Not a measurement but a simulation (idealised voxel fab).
The document below concerns the process module designated voxel self aligned vias.
The figure presents cross-section cut, which has a width of 275 nm and is divided into square cells with an edge length of 5 nm.
Cross-section spec: square-cell grid; bands listed top down; each band is one or more rows.
This entry defines a band. It first specifies the height of the band's top and the height of its bottom in nm, and then specifies the band's materials from left to right, stating each material with its width in nm. The word "everywhere" identifies a single material that fills the band from edge to edge, while the word "blank" identifies empty space.
Height reference: 0 = level under which incoming wafer is all one material. Lowest band: no bottom, runs on downward, e.g. "0..down".
Width "30->40": first value at the band's top row of cells, second value at its bottom row, equal change from row to row.
Given "all unchanged" for a step, no cell of the cross-section differs between before and after that step.
Entry "Closed void entries". Content: empty spaces with no open connection to the top, size 8 cells or greater. Each: width x height at distance. Distance: from left edge. Unit: nm.
That trailing text on a step's line, after the settings, is the simulator's own remark on the step.
If you see "overlay nm" on a step's line and that step has a mask, it's telling you how far right of where it was planned the mask ended up; a negative number means it went left instead.
**Process steps foreseen in the plan**
- 1: op RECEIVE | material Si
- 2: op CONFORMAL_DEP | material SiO2 | thk nm 5
- 3: op CONFORMAL_DEP | material SiCN | thk nm 5
- 4: op DIRECTIONAL_DEP | material SiO2 | thk nm 30
- 5: op DIRECTIONAL_DEP | material aC | thk nm 15
- 6: op PATTERN | tone open | mask id LINES | material resist | width nm 20 | pitch nm 65 | thk nm 35 | overlay nm 0
- 7: op DIRECTIONAL_ETCH | etch materials aC | depth nm 15
- 8: op STRIP | etch materials resist
- 9: op DIRECTIONAL_ETCH | etch materials SiO2 | depth nm 30
- 10: op STRIP | etch materials aC
- 11: op CONFORMAL_DEP | material TiN | thk nm 5
- 12: op FILL_DEP | material W | thk nm 5
- 13: op CMP | height nm 50
- 14: op SELECTIVE_ETCH | etch materials W Ru TiN | depth nm 5
- 15: op FILL_DEP | material SiN | thk nm 10
- 16: op CMP | height nm 50
- 17: op DIRECTIONAL_DEP | material SiO2 | thk nm 15
- 18: op DIRECTIONAL_DEP | material aC | thk nm 15
- 19: op PATTERN | tone open | mask id VIAS | material resist | width nm 40 | pitch nm 130 | thk nm 35 | overlay nm 0
- 20: op DIRECTIONAL_ETCH | etch materials aC | depth nm 15
- 21: op STRIP | etch materials resist
- 22: op DIRECTIONAL_ETCH | etch materials SiO2 | depth nm 15
- 23: op DIRECTIONAL_ETCH | etch materials SiN | depth nm 5
- 24: op STRIP | etch materials aC
- 25: op CONFORMAL_DEP | material TiN | thk nm 5
- 26: op FILL_DEP | material Cu | thk nm 5
- 27: op CMP | height nm 65
- 28: op CONFORMAL_DEP | material SiCN | thk nm 5
Keep in mind the plan's value for the thk nm of step 2 comes from the first wafer; the wafers don't share that setting, but they do share the same starting point.
**So this is the first of several wafers, cross-sectioned as it came to us, meaning it's at the end of step 1**
  0..down | Si everywhere
  Closed void entries: none
**Per-wafer rows below. For each material: cells gained (+) or lost (-) since the wafer was received, as of end of module. Then: closed voids**
thk nm 5, +36 Cu, +110 SiCN, +39 SiN, +430 SiO2, +119 TiN, +36 W, Closed void entries: none
thk nm 10, +36 Cu, +110 SiCN, +39 SiN, +485 SiO2, +70 TiN, +30 W, Closed void entries: none
thk nm 15, +28 Cu, +110 SiCN, +4 SiN, +540 SiO2, +64 TiN, +24 W, Closed void entries: none
thk nm 20, +28 Cu, +110 SiCN, +4 SiN, +552 SiO2, +58 TiN, +18 W, Closed void entries: none
thk nm 25, +28 Cu, +110 SiCN, +4 SiN, +564 SiO2, +52 TiN, +12 W, Closed void entries: none
thk nm 30, +28 Cu, +110 SiCN, +4 SiN, +576 SiO2, +46 TiN, +6 W, Closed void entries: none
